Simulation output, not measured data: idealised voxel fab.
The process module that follows is named voxel capacitor over wiring.
Square cell edge 5 nm, section width 240 nm, ID cut.
A cross-section is a grid of square cells, given in bands from the top down. A band is one or more rows of cells.
In this notation a band is specified by the heights of its top and bottom, in that order and in nm, after which its materials appear from left to right, each paired with its width in nm. The word "all across" attached to a single material means that material fills the band from edge to edge; the word "air" stands for empty space.
Heights are expressed relative to 0, this being the level below which the as-received wafer comprises one material exclusively. The lowest band is unbounded in the downward direction and is denoted as in "0 -> down".
The notation "30..40" denotes a width that varies across the rows of cells in the band, beginning at the first number in the top row, finishing at the second number in the bottom row, and changing by an identical amount from each row to the next.
No cell of the cross-section changed in a step that is given as "nothing different".
You'll see "Unvented voids" listing empty spaces that have no way open to the top, as long as they're 8 cells or more; the notation is width x height at distance, where the distance is from the left edge, and all of it is in nm.
What comes after the settings on a step's line is commentary from the simulator itself on that step.
"overlay nm", when on a step's line for a step with a mask, measures how far to the right of its planned place the mask lay; a negative measure means to the left.
Heads up before you read on: it's before/after pairs around one process step each, after side only down to the lowest band that changed, step plus settings under the pair. Pairs can be from different runs of this module, same starting wafer, so only chain a pair onto the one above if its "Before processing step" entry says so.
-- Before processing step
* 105 -> 95 | aC all across
* 95 -> 85 | SiO2 all across
* 85 -> 75 | 80 of SiO2  55 of TiN  105 of SiO2
* 75 -> 70 | 80 of SiO2  55 of SiN  105 of SiO2
* 70 -> 60 | 75 of SiO2  65 of TiN  100 of SiO2
* 60 -> 40 | 80 of SiO2  15 of Ru  145 of SiO2
* 40 -> 35 | 80 of SiCN  15 of Ru  145 of SiCN
* 35 -> 20 | 70 of SiO2  25 of Ru  50 of SiO2  25 of Ru  70 of SiO2
* 20 -> 15 | 70 of SiO2  25 of TiN  50 of SiO2  25 of TiN  70 of SiO2
* 15 -> 0 | SiO2 all across
* 0 -> down | Si all across
* Unvented voids: none
-- Post-Process View
* 135 -> 105 | 90 of air  15 of resist  135 of air
* No changes below 105.
* Unvented voids: none
Step sandwiched between the two cross-sections above: PATTERN [tone cover] [mask id PLUG_2] [material resist] [width nm 15] [thk nm 30] [overlay nm 0]
Before processing step: = after-state of the pair above.
-- Post-Process View
* 125 -> 105 | 90 of air  15 of resist  135 of air
* 105 -> 95 | 90 of air  15 of aC  135 of air
* No changes below 95.
* Unvented voids: none
Step sandwiched between the two cross-sections above: DIRECTIONAL_ETCH [etch materials aC] [depth nm 10]
Before processing step: = after-state of the pair above.
-- Post-Process View
* 105 -> 95 | 90 of air  15 of aC  135 of air
* No changes below 95.
* Unvented voids: none
Step sandwiched between the two cross-sections above: STRIP [etch materials resist]
Before processing step: = after-state of the pair above.
-- Post-Process View
* 105 -> 95 | 90 of air  15 of aC  135 of air
* 95 -> 85 | 90 of air  15 of SiO2  135 of air
* No changes below 85.
* Unvented voids: none
Step sandwiched between the two cross-sections above: DIRECTIONAL_ETCH [etch materials SiO2] [depth nm 10]
Before processing step: = after-state of the pair above.
-- Post-Process View
* 95 -> 85 | 90 of air  15 of SiO2  135 of air
* No changes below 85.
* Unvented voids: none
Step sandwiched between the two cross-sections above: STRIP [etch materials aC]
Before processing step: = after-state of the pair above.
-- Post-Process View
* 100 -> 95 | 85 of air  25 of TiN  130 of air
* 95 -> 90 | 85 of air  5 of TiN  15 of SiO2  5 of TiN  130 of air
* 90 -> 85 | 90 of TiN  15 of SiO2  135 of TiN
* No changes below 85.
* Unvented voids: none
Step sandwiched between the two cross-sections above: CONFORMAL_DEP [material TiN] [thk nm 5]
Before processing step: = after-state of the pair above.
-- Post-Process View
* 105 -> 100 | Cu all across
* 100 -> 95 | 85 of Cu  25 of TiN  130 of Cu
* 95 -> 90 | 85 of Cu  5 of TiN  15 of SiO2  5 of TiN  130 of Cu
* No changes below 90.
* Unvented voids: none
Step sandwiched between the two cross-sections above: FILL_DEP [material Cu] [thk nm 5]
Before processing step: = after-state of the pair above.
-- Post-Process View
* 95 -> 90 | 85 of Cu  5 of TiN  15 of SiO2  5 of TiN  130 of Cu
* No changes below 90.
* Unvented voids: none
Step sandwiched between the two cross-sections above: CMP [height nm 95]
Before processing step: = after-state of the pair above.
-- Post-Process View
* 100 -> 95 | SiN all across
* No changes below 95.
* Unvented voids: none
Step sandwiched between the two cross-sections above: CONFORMAL_DEP [material SiN] [thk nm 5]
